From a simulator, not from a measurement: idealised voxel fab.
Herein follows the process module entitled voxel wiring stack.
Square cells of 5 nm make up the cross-section cut, whose width is 200 nm.
Think of the cross-section as a grid of square cells. We describe it in bands, top to bottom, and each band covers one or more rows of those cells. What a band's entry tells you: where the top is and where the bottom is, as heights in nm, and after that what lies inside, material by material from left to right, each with its width in nm. Empty space is written as the word "empty", and a single material marked with the word "throughout" occupies the band from edge to edge. We count height from 0. Below that, the starting wafer is all one material. The lowest band never ends at the bottom but goes on down; see "top 0, no bottom" for how that is written. Width "30..40": first value at the band's top row of cells, second value at its bottom row, equal change from row to row. "no change occurred" means the step left every cell of the cross-section as it was. In "Entrapped voids" the enclosed voids are listed, meaning empty spaces of 8 cells or larger without any opening to the top. The form is width x height at distance, distance from the left edge, units nm. On a step's line, text after the settings is the simulator commenting on that step. overlay nm: mask right of planned place by this much (step with mask). Neg. = left.
## Below is the list of planned process steps
step 1: RECEIVE with material Si
step 2: CONFORMAL_DEP with material SiO2, thk nm 15
step 3: DIRECTIONAL_DEP with material TiN, thk nm 5
step 4: DIRECTIONAL_DEP with material Ru, thk nm 20
step 5: MASKED_ETCH with tone cover, mask id METAL_1, width nm 30, pitch nm 60, etch materials Ru, depth nm 20, overlay nm 0
step 6: MASKED_ETCH with tone cover, mask id METAL_1, width nm 30, pitch nm 60, etch materials TiN, depth nm 5, overlay nm 0
step 7: CONFORMAL_DEP with material SiCN, thk nm 5
step 8: FILL_DEP with material SiO2, thk nm 5
step 9: CMP with height nm 40
step 10: CONFORMAL_DEP with material SiCN, thk nm 5
step 11: DIRECTIONAL_DEP with material lowk, thk nm 30
step 12: PATTERN with tone open, mask id METAL_2_HOLES, material resist, width nm 15, pitch nm 60, thk nm 20, overlay nm 0
step 13: DIRECTIONAL_ETCH with etch materials lowk, depth nm 30
step 14: STRIP with etch materials resist
step 15: MASKED_ETCH with tone open, mask id METAL_2, width nm 30, pitch nm 60, etch materials lowk, depth nm 20, overlay nm 0
step 16: MASKED_ETCH with tone open, mask id METAL_2, width nm 30, pitch nm 60, etch materials SiCN, depth nm 5, overlay nm 0
step 17: CONFORMAL_DEP with material TiN, thk nm 5
step 18: FILL_DEP with material Cu, thk nm 10
step 19: CMP with height nm 75
step 20: CONFORMAL_DEP with material SiCN, thk nm 5
step 21: DIRECTIONAL_DEP with material lowk, thk nm 35
step 22: MASKED_ETCH with tone open, mask id METAL_3, width nm 30, pitch nm 60, etch materials lowk, depth nm 20, overlay nm 0
step 23: MASKED_ETCH with tone open, mask id METAL_3_HOLES, width nm 15, etch materials lowk, depth nm 15, overlay nm 0
step 24: MASKED_ETCH with tone open, mask id METAL_3_HOLES, width nm 15, etch materials SiCN, depth nm 5, overlay nm 0
step 25: CONFORMAL_DEP with material TiN, thk nm 5
step 26: FILL_DEP with material Ru, thk nm 10
step 27: CMP with height nm 115
step 28: CONFORMAL_DEP with material SiCN, thk nm 5
## First of two wafers - as planned
## The cross-section here shows the wafer as received, i.e. in its state after step 1
> top 0, no bottom | Si throughout
> Entrapped voids: none
## Cross-section through the wafer, step 2 finished
> top 15, bottom 0 | SiO2 throughout
> Below 0, the layers are the same as they were.
## Cross-section through the wafer, step 3 finished
> top 20, bottom 15 | TiN throughout
> Below 15, the layers are the same as they were.
## Cross-section through the wafer, step 4 finished
> top 40, bottom 20 | Ru throughout
> Below 20, the layers are the same as they were.
## Cross-section through the wafer, step 5 finished
> top 40, bottom 20 | 55 of empty / 30 of Ru / 30 of empty / 30 of Ru / 55 of empty
> Below 20, the layers are the same as they were.
## Cross-section through the wafer, step 6 finished
> top 40, bottom 20 | 55 of empty / 30 of Ru / 30 of empty / 30 of Ru / 55 of empty
> top 20, bottom 15 | 55 of empty / 30 of TiN / 30 of empty / 30 of TiN / 55 of empty
> Below 15, the layers are the same as they were.
## Cross-section through the wafer, step 7 finished
> top 45, bottom 40 | 50 of empty / 40 of SiCN / 20 of empty / 40 of SiCN / 50 of empty
> top 40, bottom 20 | 50 of empty / 5 of SiCN / 30 of Ru / 5 of SiCN / 20 of empty / 5 of SiCN / 30 of Ru / 5 of SiCN / 50 of empty
> top 20, bottom 15 | 55 of SiCN / 30 of TiN / 30 of SiCN / 30 of TiN / 55 of SiCN
> Below 15, the layers are the same as they were.
## Cross-section through the wafer, step 8 finished
> top 50, bottom 45 | SiO2 throughout
> top 45, bottom 40 | 50 of SiO2 / 40 of SiCN / 20 of SiO2 / 40 of SiCN / 50 of SiO2
> top 40, bottom 20 | 50 of SiO2 / 5 of SiCN / 30 of Ru / 5 of SiCN / 20 of SiO2 / 5 of SiCN / 30 of Ru / 5 of SiCN / 50 of SiO2
> Below 20, the layers are the same as they were.
## Cross-section through the wafer, step 9 finished
> top 40, bottom 20 | 50 of SiO2 / 5 of SiCN / 30 of Ru / 5 of SiCN / 20 of SiO2 / 5 of SiCN / 30 of Ru / 5 of SiCN / 50 of SiO2
> Below 20, the layers are the same as they were.
## Cross-section through the wafer, step 10 finished
> top 45, bottom 40 | SiCN throughout
> Below 40, the layers are the same as they were.
## Cross-section through the wafer, step 11 finished
> top 75, bottom 45 | lowk throughout
> Below 45, the layers are the same as they were.
## Cross-section through the wafer, step 12 finished
> top 95, bottom 75 | 55 of resist / 15 of empty / 45 of resist / 15 of empty / 70 of resist
> Below 75, the layers are the same as they were.
## Cross-section through the wafer, step 13 finished
> top 95, bottom 75 | 55 of resist / 15 of empty / 45 of resist / 15 of empty / 70 of resist
> top 75, bottom 45 | 55 of lowk / 15 of empty / 45 of lowk / 15 of empty / 70 of lowk
> Below 45, the layers are the same as they were.
## Cross-section through the wafer, step 14 finished
> top 75, bottom 45 | 55 of lowk / 15 of empty / 45 of lowk / 15 of empty / 70 of lowk
> Below 45, the layers are the same as they were.
## Cross-section through the wafer, step 15 finished
> top 75, bottom 55 | 55 of lowk / 30 of empty / 30 of lowk / 30 of empty / 55 of lowk
> Below 55, the layers are the same as they were.
## Cross-section through the wafer, step 16 finished
> top 75, bottom 55 | 55 of lowk / 30 of empty / 30 of lowk / 30 of empty / 55 of lowk
> top 55, bottom 45 | 55 of lowk / 15 of empty / 45 of lowk / 15 of empty / 70 of lowk
> top 45, bottom 40 | 55 of SiCN / 15 of empty / 45 of SiCN / 15 of empty / 70 of SiCN
> Below 40, the layers are the same as they were.
## Cross-section through the wafer, step 17 finished
> top 80, bottom 75 | 60 of TiN / 20 of empty / 40 of TiN / 20 of empty / 60 of TiN
> top 75, bottom 60 | 55 of lowk / 5 of TiN / 20 of empty / 5 of TiN / 30 of lowk / 5 of TiN / 20 of empty / 5 of TiN / 55 of lowk
> top 60, bottom 55 | 55 of lowk / 5 of TiN / 5 of empty / 20 of TiN / 30 of lowk / 5 of TiN / 5 of empty / 20 of TiN / 55 of lowk
> top 55, bottom 45 | 55 of lowk / 5 of TiN / 5 of empty / 5 of TiN / 45 of lowk / 5 of TiN / 5 of empty / 5 of TiN / 70 of lowk
> top 45, bottom 40 | 55 of SiCN / 15 of TiN / 45 of SiCN / 15 of TiN / 70 of SiCN
> Below 40, the layers are the same as they were.
## Cross-section through the wafer, step 18 finished
> top 90, bottom 80 | Cu throughout
> top 80, bottom 75 | 60 of TiN / 20 of Cu / 40 of TiN / 20 of Cu / 60 of TiN
> top 75, bottom 60 | 55 of lowk / 5 of TiN / 20 of Cu / 5 of TiN / 30 of lowk / 5 of TiN / 20 of Cu / 5 of TiN / 55 of lowk
> top 60, bottom 55 | 55 of lowk / 5 of TiN / 5 of Cu / 20 of TiN / 30 of lowk / 5 of TiN / 5 of Cu / 20 of TiN / 55 of lowk
> top 55, bottom 45 | 55 of lowk / 5 of TiN / 5 of Cu / 5 of TiN / 45 of lowk / 5 of TiN / 5 of Cu / 5 of TiN / 70 of lowk
> Below 45, the layers are the same as they were.
## Cross-section through the wafer, step 19 finished
> top 75, bottom 60 | 55 of lowk / 5 of TiN / 20 of Cu / 5 of TiN / 30 of lowk / 5 of TiN / 20 of Cu / 5 of TiN / 55 of lowk
> Below 60, the layers are the same as they were.
## Cross-section through the wafer, step 20 finished
> top 80, bottom 75 | SiCN throughout
> Below 75, the layers are the same as they were.
## Cross-section through the wafer, step 21 finished
> top 115, bottom 80 | lowk throughout
> Below 80, the layers are the same as they were.
## Cross-section through the wafer, step 22 finished
> top 115, bottom 95 | 55 of lowk / 30 of empty / 30 of lowk / 30 of empty / 55 of lowk
> Below 95, the layers are the same as they were.
## Cross-section through the wafer, step 23 finished
> top 115, bottom 95 | 55 of lowk / 30 of empty / 30 of lowk / 30 of empty / 55 of lowk
> top 95, bottom 80 | 55 of lowk / 15 of empty / 130 of lowk
> Below 80, the layers are the same as they were.
## Cross-section through the wafer, step 24 finished
> top 115, bottom 95 | 55 of lowk / 30 of empty / 30 of lowk / 30 of empty / 55 of lowk
> top 95, bottom 80 | 55 of lowk / 15 of empty / 130 of lowk
> top 80, bottom 75 | 55 of SiCN / 15 of empty / 130 of SiCN
> Below 75, the layers are the same as they were.
## Cross-section through the wafer, step 25 finished
> top 120, bottom 115 | 60 of TiN / 20 of empty / 40 of TiN / 20 of empty / 60 of TiN
> top 115, bottom 100 | 55 of lowk / 5 of TiN / 20 of empty / 5 of TiN / 30 of lowk / 5 of TiN / 20 of empty / 5 of TiN / 55 of lowk
> top 100, bottom 95 | 55 of lowk / 5 of TiN / 5 of empty / 20 of TiN / 30 of lowk / 30 of TiN / 55 of lowk
> top 95, bottom 80 | 55 of lowk / 5 of TiN / 5 of empty / 5 of TiN / 130 of lowk
> top 80, bottom 75 | 55 of SiCN / 15 of TiN / 130 of SiCN
> Below 75, the layers are the same as they were.
## Cross-section through the wafer, step 26 finished
> top 130, bottom 120 | Ru throughout
> top 120, bottom 115 | 60 of TiN / 20 of Ru / 40 of TiN / 20 of Ru / 60 of TiN
> top 115, bottom 100 | 55 of lowk / 5 of TiN / 20 of Ru / 5 of TiN / 30 of lowk / 5 of TiN / 20 of Ru / 5 of TiN / 55 of lowk
> top 100, bottom 95 | 55 of lowk / 5 of TiN / 5 of Ru / 20 of TiN / 30 of lowk / 30 of TiN / 55 of lowk
> top 95, bottom 80 | 55 of lowk / 5 of TiN / 5 of Ru / 5 of TiN / 130 of lowk
> Below 80, the layers are the same as they were.
## Cross-section through the wafer, step 27 finished
> top 115, bottom 100 | 55 of lowk / 5 of TiN / 20 of Ru / 5 of TiN / 30 of lowk / 5 of TiN / 20 of Ru / 5 of TiN / 55 of lowk
> Below 100, the layers are the same as they were.
## Cross-section through the wafer, step 28 finished
> top 120, bottom 115 | SiCN throughout
> Below 115, the layers are the same as they were.
## Wafer two of two - same starting point, same process plan, one mistake in execution; matches wafer one up to and including step 11
## Cross-section of the second wafer corresponding to the planned conclusion of step 12
> top 95, bottom 75 | 55 of resist / 20 of empty / 40 of resist / 20 of empty / 65 of resist
> Below 75, the layers are the same as they were.
## Cross-section of the second wafer corresponding to the planned conclusion of step 13
> top 95, bottom 75 | 55 of resist / 20 of empty / 40 of resist / 20 of empty / 65 of resist
> top 75, bottom 45 | 55 of lowk / 20 of empty / 40 of lowk / 20 of empty / 65 of lowk
> Below 45, the layers are the same as they were.
## Cross-section of the second wafer corresponding to the planned conclusion of step 14
> top 75, bottom 45 | 55 of lowk / 20 of empty / 40 of lowk / 20 of empty / 65 of lowk
> Below 45, the layers are the same as they were.
## Cross-section of the second wafer corresponding to the planned conclusion of step 15
> top 75, bottom 55 | 55 of lowk / 30 of empty / 30 of lowk / 30 of empty / 55 of lowk
> Below 55, the layers are the same as they were.
## Cross-section of the second wafer corresponding to the planned conclusion of step 16
> top 75, bottom 55 | 55 of lowk / 30 of empty / 30 of lowk / 30 of empty / 55 of lowk
> top 55, bottom 45 | 55 of lowk / 20 of empty / 40 of lowk / 20 of empty / 65 of lowk
> top 45, bottom 40 | 55 of SiCN / 20 of empty / 40 of SiCN / 20 of empty / 65 of SiCN
> Below 40, the layers are the same as they were.
## Cross-section of the second wafer corresponding to the planned conclusion of step 17
> top 80, bottom 75 | 60 of TiN / 20 of empty / 40 of TiN / 20 of empty / 60 of TiN
> top 75, bottom 60 | 55 of lowk / 5 of TiN / 20 of empty / 5 of TiN / 30 of lowk / 5 of TiN / 20 of empty / 5 of TiN / 55 of lowk
> top 60, bottom 55 | 55 of lowk / 5 of TiN / 10 of empty / 15 of TiN / 30 of lowk / 5 of TiN / 10 of empty / 15 of TiN / 55 of lowk
> top 55, bottom 45 | 55 of lowk / 5 of TiN / 10 of empty / 5 of TiN / 40 of lowk / 5 of TiN / 10 of empty / 5 of TiN / 65 of lowk
> top 45, bottom 40 | 55 of SiCN / 20 of TiN / 40 of SiCN / 20 of TiN / 65 of SiCN
> Below 40, the layers are the same as they were.
## Cross-section of the second wafer corresponding to the planned conclusion of step 18
> top 90, bottom 80 | Cu throughout
> top 80, bottom 75 | 60 of TiN / 20 of Cu / 40 of TiN / 20 of Cu / 60 of TiN
> top 75, bottom 60 | 55 of lowk / 5 of TiN / 20 of Cu / 5 of TiN / 30 of lowk / 5 of TiN / 20 of Cu / 5 of TiN / 55 of lowk
> top 60, bottom 55 | 55 of lowk / 5 of TiN / 10 of Cu / 15 of TiN / 30 of lowk / 5 of TiN / 10 of Cu / 15 of TiN / 55 of lowk
> top 55, bottom 45 | 55 of lowk / 5 of TiN / 10 of Cu / 5 of TiN / 40 of lowk / 5 of TiN / 10 of Cu / 5 of TiN / 65 of lowk
> Below 45, the layers are the same as they were.
## Cross-section of the second wafer corresponding to the planned conclusion of step 19
> top 75, bottom 60 | 55 of lowk / 5 of TiN / 20 of Cu / 5 of TiN / 30 of lowk / 5 of TiN / 20 of Cu / 5 of TiN / 55 of lowk
> Below 60, the layers are the same as they were.
## Cross-section of the second wafer corresponding to the planned conclusion of step 20
> top 80, bottom 75 | SiCN throughout
> Below 75, the layers are the same as they were.
## Cross-section of the second wafer corresponding to the planned conclusion of step 21
> top 115, bottom 80 | lowk throughout
> Below 80, the layers are the same as they were.
## Cross-section of the second wafer corresponding to the planned conclusion of step 22
> top 115, bottom 95 | 55 of lowk / 30 of empty / 30 of lowk / 30 of empty / 55 of lowk
> Below 95, the layers are the same as they were.
## Cross-section of the second wafer corresponding to the planned conclusion of step 23
> top 115, bottom 95 | 55 of lowk / 30 of empty / 30 of lowk / 30 of empty / 55 of lowk
> top 95, bottom 80 | 55 of lowk / 15 of empty / 130 of lowk
> Below 80, the layers are the same as they were.
## Cross-section of the second wafer corresponding to the planned conclusion of step 24
> top 115, bottom 95 | 55 of lowk / 30 of empty / 30 of lowk / 30 of empty / 55 of lowk
> top 95, bottom 80 | 55 of lowk / 15 of empty / 130 of lowk
> top 80, bottom 75 | 55 of SiCN / 15 of empty / 130 of SiCN
> Below 75, the layers are the same as they were.
## Cross-section of the second wafer corresponding to the planned conclusion of step 25
> top 120, bottom 115 | 60 of TiN / 20 of empty / 40 of TiN / 20 of empty / 60 of TiN
> top 115, bottom 100 | 55 of lowk / 5 of TiN / 20 of empty / 5 of TiN / 30 of lowk / 5 of TiN / 20 of empty / 5 of TiN / 55 of lowk
> top 100, bottom 95 | 55 of lowk / 5 of TiN / 5 of empty / 20 of TiN / 30 of lowk / 30 of TiN / 55 of lowk
> top 95, bottom 80 | 55 of lowk / 5 of TiN / 5 of empty / 5 of TiN / 130 of lowk
> top 80, bottom 75 | 55 of SiCN / 15 of TiN / 130 of SiCN
> Below 75, the layers are the same as they were.
## Cross-section of the second wafer corresponding to the planned conclusion of step 26
> top 130, bottom 120 | Ru throughout
> top 120, bottom 115 | 60 of TiN / 20 of Ru / 40 of TiN / 20 of Ru / 60 of TiN
> top 115, bottom 100 | 55 of lowk / 5 of TiN / 20 of Ru / 5 of TiN / 30 of lowk / 5 of TiN / 20 of Ru / 5 of TiN / 55 of lowk
> top 100, bottom 95 | 55 of lowk / 5 of TiN / 5 of Ru / 20 of TiN / 30 of lowk / 30 of TiN / 55 of lowk
> top 95, bottom 80 | 55 of lowk / 5 of TiN / 5 of Ru / 5 of TiN / 130 of lowk
> Below 80, the layers are the same as they were.
## Cross-section of the second wafer corresponding to the planned conclusion of step 27
> top 115, bottom 100 | 55 of lowk / 5 of TiN / 20 of Ru / 5 of TiN / 30 of lowk / 5 of TiN / 20 of Ru / 5 of TiN / 55 of lowk
> Below 100, the layers are the same as they were.
## Cross-section of the second wafer corresponding to the planned conclusion of step 28
> top 120, bottom 115 | SiCN throughout
> Below 115, the layers are the same as they were.
The mistake made against the process plan was this: the process deviated at step 12: the operation and settings actually run there were PATTERN with tone open, mask id METAL_2_HOLES, material resist, width nm 20, pitch nm 60, thk nm 20, overlay nm 0
Per the end-of-run cell counts, the second wafer holds more or fewer of some materials than the first: +6 Cu, -2 SiCN, -4 lowk
